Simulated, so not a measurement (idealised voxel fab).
process module | voxel tone inversion
cross-section cut | 255 nm wide | cells 5 nm
A cross-section is a grid of square cells, given in bands from the top down. A band is one or more rows of cells.
Each band's line starts with the height of the band's top and of its bottom, in nm. Then come its materials from left to right, each with its width in nm. One material with "throughout" fills the band from edge to edge. "air" is empty space.
Height 0 is the level under which the wafer as received is all one material. The lowest band goes on downwards, as in "0 down".
A width such as "30 to 40" changes by the same amount from each row of cells to the next, from the band's top row to its bottom row.
"no change" after a step means that no cell of the cross-section changed.
closed voids: empty space of 8 cells or more with no open way to the top, each as width x height at its distance from the left edge, in nm
after a step's settings: what the simulator itself notes on the step
overlay nm, on a step with a mask: how far to the right of its planned place the mask lay; to the left if negative
plan
1 op RECEIVE | material Si
2 op CONFORMAL_DEP | material SiCN | thk nm 10
3 op DIRECTIONAL_DEP | material aC | thk nm 20
4 op PATTERN | tone cover | mask id POSTS | material resist | width nm 25 | pitch nm 50 | thk nm 25 | overlay nm 0
5 op DIRECTIONAL_ETCH | etch materials aC | depth nm 20
6 op STRIP | etch materials resist
7 op FILL_DEP | material SiO2 | thk nm 10
8 op CMP | height nm 30
9 op STRIP | etch materials aC
as received, after step 1
  0 down: Si throughout
  closed voids: none
a wafer at the end: this start, this plan, one mistake
  30 to 20: SiO2 throughout
  20 to 0: SiO2 40 | aC 25 | SiO2 25 | aC 25 | SiO2 25 | aC 25 | SiO2 25 | aC 25 | SiO2 40
  0 down: Si throughout
  closed voids: none
what went wrong: step 2 was left out
